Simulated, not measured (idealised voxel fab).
A process module follows: voxel capacitor over wiring.
For reference, the cross-section in this document is cut, with width 165 nm and square cells of 5 nm.
This document writes a cross-section as a grid whose cells are square, and gives it as bands, listed from the top down; one or more rows of cells form a band. It is stipulated that each band's entry specify, in nanometres, the height of the top of the band and then that of its bottom, followed by the materials of the band in left-to-right sequence, each together with its width in nanometres. A single material marked by the word "edge to edge" is understood to fill the band from edge to edge; the word "air" is understood to denote empty space. Measure heights from 0. That's the level where, below it, the as-received wafer is all one material. The lowest band is bottomless and extends downward; write it as in "top 0, no bottom". A width such as "30->40" changes by the same amount from each row of cells to the next, from the band's top row to its bottom row. When a step is marked "same as before", none of the cells in the cross-section changed during that step. "Closed void listing" - sealed voids, min. 8 cells, no opening to top; format: width x height at distance (distance from left edge; nm throughout). Text after the settings on a step's line: the simulator's own remark on that step. For masked steps, "overlay nm" on the step line gives how far right of plan the mask actually lay; a minus sign means it lay to the left.

### The steps planned for the process are as follows
1: RECEIVE (material Si)
2: CONFORMAL_DEP (material SiO2; thk nm 10)
3: DIRECTIONAL_DEP (material TiN; thk nm 5)
4: DIRECTIONAL_DEP (material W; thk nm 15)
5: MASKED_ETCH (tone cover; mask id METAL_1; width nm 30; pitch nm 95; etch materials W; depth nm 15; overlay nm 0)
6: MASKED_ETCH (tone cover; mask id METAL_1; width nm 30; pitch nm 95; etch materials TiN; depth nm 5; overlay nm 0)
7: FILL_DEP (material lowk; thk nm 10)
8: CMP (height nm 30)
9: CONFORMAL_DEP (material SiCN; thk nm 5)
10: DIRECTIONAL_DEP (material SiO2; thk nm 20)
11: PATTERN (tone open; mask id PLUG_1; material resist; width nm 15; thk nm 15; overlay nm 0)
12: DIRECTIONAL_ETCH (etch materials SiO2; depth nm 20)
13: DIRECTIONAL_ETCH (etch materials SiCN; depth nm 5)
14: STRIP (etch materials resist)
15: CONFORMAL_DEP (material TiN; thk nm 5)
16: FILL_DEP (material W; thk nm 5)
17: CMP (height nm 55)
18: DIRECTIONAL_DEP (material TiN; thk nm 10)
19: DIRECTIONAL_DEP (material SiN; thk nm 5)
20: DIRECTIONAL_DEP (material TiN; thk nm 5)
21: DIRECTIONAL_DEP (material aC; thk nm 10)
22: PATTERN (tone cover; mask id UPPER_PLATE; material resist; width nm 70; thk nm 30; overlay nm 0)
23: DIRECTIONAL_ETCH (etch materials aC; depth nm 10)
24: STRIP (etch materials resist)
25: DIRECTIONAL_ETCH (etch materials TiN; depth nm 5)
26: DIRECTIONAL_ETCH (etch materials SiN; depth nm 5)
27: STRIP (etch materials aC)
28: PATTERN (tone cover; mask id LOWER_PLATE; material resist; width nm 70; thk nm 15; overlay nm 0)
29: DIRECTIONAL_ETCH (etch materials TiN; depth nm 10)
30: STRIP (etch materials resist)
31: FILL_DEP (material SiO2; thk nm 20)
32: CMP (height nm 90)
33: MASKED_ETCH (tone open; mask id PLUG_2; width nm 15; etch materials SiO2; depth nm 15; overlay nm 0)
34: CONFORMAL_DEP (material TiN; thk nm 5)
35: FILL_DEP (material Ru; thk nm 5)
36: CMP (height nm 90)
37: CONFORMAL_DEP (material SiN; thk nm 5)
Be aware that, although all wafers share a common starting state, the width nm at step 28 differs among them, and the plan displays the first wafer's value.

### Cross-section of the first of several wafers as received (after step 1)
- top 0, no bottom | Si edge to edge
- Closed void listing: none

### The cross-section of the first of several wafers is given below for the end of the module, after its final step, step 37
- top 95, bottom 90 | SiN edge to edge
- top 90, bottom 80 | SiO2 45 nm; TiN 5 nm; Ru 5 nm; TiN 5 nm; SiO2 105 nm
- top 80, bottom 70 | SiO2 45->35 nm; TiN 15->70 nm; SiO2 105->60 nm
- top 70, bottom 65 | SiO2 35 nm; SiN 70 nm; SiO2 60 nm
- top 65, bottom 55 | SiO2 35 nm; TiN 70 nm; SiO2 60 nm
- top 55, bottom 35 | SiO2 35 nm; TiN 5 nm; W 5 nm; TiN 5 nm; SiO2 115 nm
- top 35, bottom 30 | SiCN 35 nm; TiN 15 nm; SiCN 115 nm
- top 30, bottom 15 | lowk 20 nm; W 30 nm; lowk 65 nm; W 30 nm; lowk 20 nm
- top 15, bottom 10 | lowk 20 nm; TiN 30 nm; lowk 65 nm; TiN 30 nm; lowk 20 nm
- top 10, bottom 0 | SiO2 edge to edge
- top 0, no bottom | Si edge to edge
- Closed void listing: none

### The final wafer, sectioned at module end
- top 95, bottom 90 | SiN edge to edge
- top 90, bottom 80 | SiO2 45 nm; TiN 5 nm; Ru 5 nm; TiN 5 nm; SiO2 105 nm
- top 80, bottom 70 | SiO2 45->35 nm; TiN 15->70 nm; SiO2 105->60 nm
- top 70, bottom 65 | SiO2 35 nm; SiN 70 nm; SiO2 60 nm
- top 65, bottom 55 | SiO2 25 nm; TiN 95 nm; SiO2 45 nm
- top 55, bottom 35 | SiO2 35 nm; TiN 5 nm; W 5 nm; TiN 5 nm; SiO2 115 nm
- top 35, bottom 30 | SiCN 35 nm; TiN 15 nm; SiCN 115 nm
- top 30, bottom 15 | lowk 20 nm; W 30 nm; lowk 65 nm; W 30 nm; lowk 20 nm
- top 15, bottom 10 | lowk 20 nm; TiN 30 nm; lowk 65 nm; TiN 30 nm; lowk 20 nm
- top 10, bottom 0 | SiO2 edge to edge
- top 0, no bottom | Si edge to edge
- Closed void listing: none

### Basically each wafer gets a line in the table, showing it at the end of the module: material by material, the cells it gained (+) or lost (-) since we got it, then its closed voids
width nm 70, +2 Ru, +30 SiCN, +47 SiN, +352 SiO2, +72 TiN, +40 W, +84 lowk, Closed void listing: none
width nm 75, +2 Ru, +30 SiCN, +47 SiN, +350 SiO2, +74 TiN, +40 W, +84 lowk, Closed void listing: none
width nm 80, +2 Ru, +30 SiCN, +47 SiN, +348 SiO2, +76 TiN, +40 W, +84 lowk, Closed void listing: none
width nm 85, +2 Ru, +30 SiCN, +47 SiN, +346 SiO2, +78 TiN, +40 W, +84 lowk, Closed void listing: none
width nm 90, +2 Ru, +30 SiCN, +47 SiN, +344 SiO2, +80 TiN, +40 W, +84 lowk, Closed void listing: none
width nm 95, +2 Ru, +30 SiCN, +47 SiN, +342 SiO2, +82 TiN, +40 W, +84 lowk, Closed void listing: none
